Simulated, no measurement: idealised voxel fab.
This is a process module. Its name is voxel wiring stack.
Cross-section cut spans 235 nm and uses square cells 5 nm in size.
For the purposes of this document, a cross-section shall be understood as a grid of square cells, specified as bands listed in top-to-bottom order, each band consisting of one or more rows of cells. In this notation a band is specified by the heights of its top and bottom, in that order and in nm, after which its materials appear from left to right, each paired with its width in nm. The word "everywhere" attached to a single material means that material fills the band from edge to edge; the word "blank" stands for empty space. Heads up on the height convention: 0 is the point under which the incoming wafer is all one material, and the lowest band has no bottom, it just keeps going down, like "z 0 and below". So if you see something like "30..40" for the width, read it as the top row of the band sitting at the first number and the bottom row at the second, with every row in between moving by the same amount as the last. Basically "nothing altered" means that step didn't change any cell in the cross-section. Voids not open to the top, 8 cells minimum: see "Internal closed voids". Written width x height at distance; distance is from the left edge; nm. Past the settings on a step's line: simulator remark, on that step. overlay nm: mask offset rightward from planned place, masked step; negative means leftward offset.

[Process steps - plan]
1) RECEIVE (material Si)
2) CONFORMAL_DEP (material SiO2; thk nm 15)
3) DIRECTIONAL_DEP (material TiN; thk nm 5)
4) DIRECTIONAL_DEP (material W; thk nm 15)
5) PATTERN (tone cover; mask id METAL_1; material resist; width nm 25; pitch nm 55; thk nm 20; overlay nm 0)
6) DIRECTIONAL_ETCH (etch materials W; depth nm 15)
7) DIRECTIONAL_ETCH (etch materials TiN; depth nm 5)
8) STRIP (etch materials resist)
9) CONFORMAL_DEP (material SiN; thk nm 5)
10) FILL_DEP (material lowk; thk nm 10)
11) CMP (height nm 35)
12) CONFORMAL_DEP (material SiCN; thk nm 5)
13) DIRECTIONAL_DEP (material SiO2; thk nm 20)
14) DIRECTIONAL_DEP (material aC; thk nm 10)
15) PATTERN (tone open; mask id PLUG_1; material resist; width nm 15; pitch nm 110; thk nm 30; overlay nm 0)
16) DIRECTIONAL_ETCH (etch materials aC; depth nm 10)
17) STRIP (etch materials resist)
18) DIRECTIONAL_ETCH (etch materials SiO2; depth nm 20)
19) DIRECTIONAL_ETCH (etch materials SiCN; depth nm 5)
20) STRIP (etch materials aC)
21) CONFORMAL_DEP (material TiN; thk nm 5)
22) FILL_DEP (material Ru; thk nm 5)
23) CMP (height nm 60)
24) DIRECTIONAL_DEP (material TiN; thk nm 5)
25) DIRECTIONAL_DEP (material Ru; thk nm 25)
26) PATTERN (tone cover; mask id METAL_2; material resist; width nm 25; pitch nm 55; thk nm 20; overlay nm 0)
27) DIRECTIONAL_ETCH (etch materials Ru; depth nm 25)
28) DIRECTIONAL_ETCH (etch materials TiN; depth nm 5)
29) STRIP (etch materials resist)
30) FILL_DEP (material SiO2; thk nm 5)
31) CMP (height nm 90)
32) CONFORMAL_DEP (material SiCN; thk nm 5)
33) DIRECTIONAL_DEP (material lowk; thk nm 25)
34) MASKED_ETCH (tone open; mask id METAL_3_HOLES; width nm 15; pitch nm 110; etch materials lowk; depth nm 25; overlay nm 0)
35) PATTERN (tone open; mask id METAL_3; material resist; width nm 25; pitch nm 55; thk nm 20; overlay nm 0)
36) DIRECTIONAL_ETCH (etch materials lowk; depth nm 15)
37) DIRECTIONAL_ETCH (etch materials SiCN; depth nm 5)
38) STRIP (etch materials resist)
39) CONFORMAL_DEP (material TiN; thk nm 5)
40) FILL_DEP (material Cu; thk nm 10)
41) CMP (height nm 120)
42) CONFORMAL_DEP (material SiCN; thk nm 5)
43) DIRECTIONAL_DEP (material SiO2; thk nm 15)
44) PATTERN (tone open; mask id PLUG_3; material resist; width nm 15; pitch nm 55; thk nm 20; overlay nm 0)
45) DIRECTIONAL_ETCH (etch materials SiO2; depth nm 15)
46) DIRECTIONAL_ETCH (etch materials SiCN; depth nm 5)
47) STRIP (etch materials resist)
48) EPI (material Ru; thk nm 10)
49) EPI (material Ru; thk nm 10)
50) CONFORMAL_DEP (material SiCN; thk nm 5)
51) DIRECTIONAL_DEP (material lowk; thk nm 15)
52) MASKED_ETCH (tone open; mask id METAL_4; width nm 25; pitch nm 55; etch materials lowk; depth nm 15; overlay nm 0)
53) MASKED_ETCH (tone open; mask id METAL_4; width nm 25; pitch nm 55; etch materials SiCN; depth nm 5; overlay nm 0)
54) CONFORMAL_DEP (material TiN; thk nm 5)
55) FILL_DEP (material Cu; thk nm 10)
56) CMP (height nm 160)
57) EPI (material Ru; thk nm 5)
58) FILL_DEP (material SiCN; thk nm 5)

[The cross-section here shows the wafer as received, i.e. in its state after step 1]
- z 0 and below | Si everywhere
- Internal closed voids: none

[Wafer cross-section at end of module: start and plan as shown above, one execution error]
- z 170 to 165 | SiCN everywhere
- z 165 to 160 | SiCN (15), Ru (35), SiCN (20), Ru (35), SiCN (20), Ru (35), SiCN (20), Ru (35), SiCN (20)
- z 160 to 145 | lowk (20), TiN (5), Cu (15), TiN (5), lowk (30), TiN (5), Cu (15), TiN (5), lowk (30), TiN (5), Cu (15), TiN (5), lowk (30), TiN (5), Cu (15), TiN (5), lowk (25)
- z 145 to 140 | SiCN (20), TiN (25), SiCN (30), TiN (25), SiCN (30), TiN (25), SiCN (30), TiN (25), SiCN (25)
- z 140 to 125 | SiO2 (20), Ru (15), SiO2 (40), Ru (15), SiO2 (40), Ru (15), SiO2 (40), Ru (15), SiO2 (35)
- z 125 to 120 | SiCN (20), Ru (15), SiCN (40), Ru (15), SiCN (40), Ru (15), SiCN (40), Ru (15), SiCN (35)
- z 120 to 115 | SiCN (20), TiN (25), SiCN (30), TiN (25), SiCN (30), TiN (25), SiCN (30), TiN (25), SiCN (25)
- z 115 to 90 | lowk everywhere
- z 90 to 65 | SiO2 (20), Ru (25), SiO2 (30), Ru (25), SiO2 (30), Ru (25), SiO2 (30), Ru (25), SiO2 (25)
- z 65 to 60 | SiO2 (20), TiN (25), SiO2 (30), TiN (25), SiO2 (30), TiN (25), SiO2 (30), TiN (25), SiO2 (25)
- z 60 to 40 | SiO2 (20), TiN (5), Ru (5), TiN (5), SiO2 (95), TiN (5), Ru (5), TiN (5), SiO2 (90)
- z 40 to 35 | SiCN (20), TiN (15), SiCN (95), TiN (15), SiCN (90)
- z 35 to 20 | lowk (15), SiN (5), W (25), SiN (5), lowk (20), SiN (5), W (25), SiN (5), lowk (20), SiN (5), W (25), SiN (5), lowk (20), SiN (5), W (25), SiN (5), lowk (20)
- z 20 to 15 | SiN (20), TiN (25), SiN (30), TiN (25), SiN (30), TiN (25), SiN (30), TiN (25), SiN (25)
- z 15 to 0 | SiO2 everywhere
- z 0 and below | Si everywhere
- Internal closed voids: none
Here's what went sideways: ran 32 and 33 in swapped order versus the plan
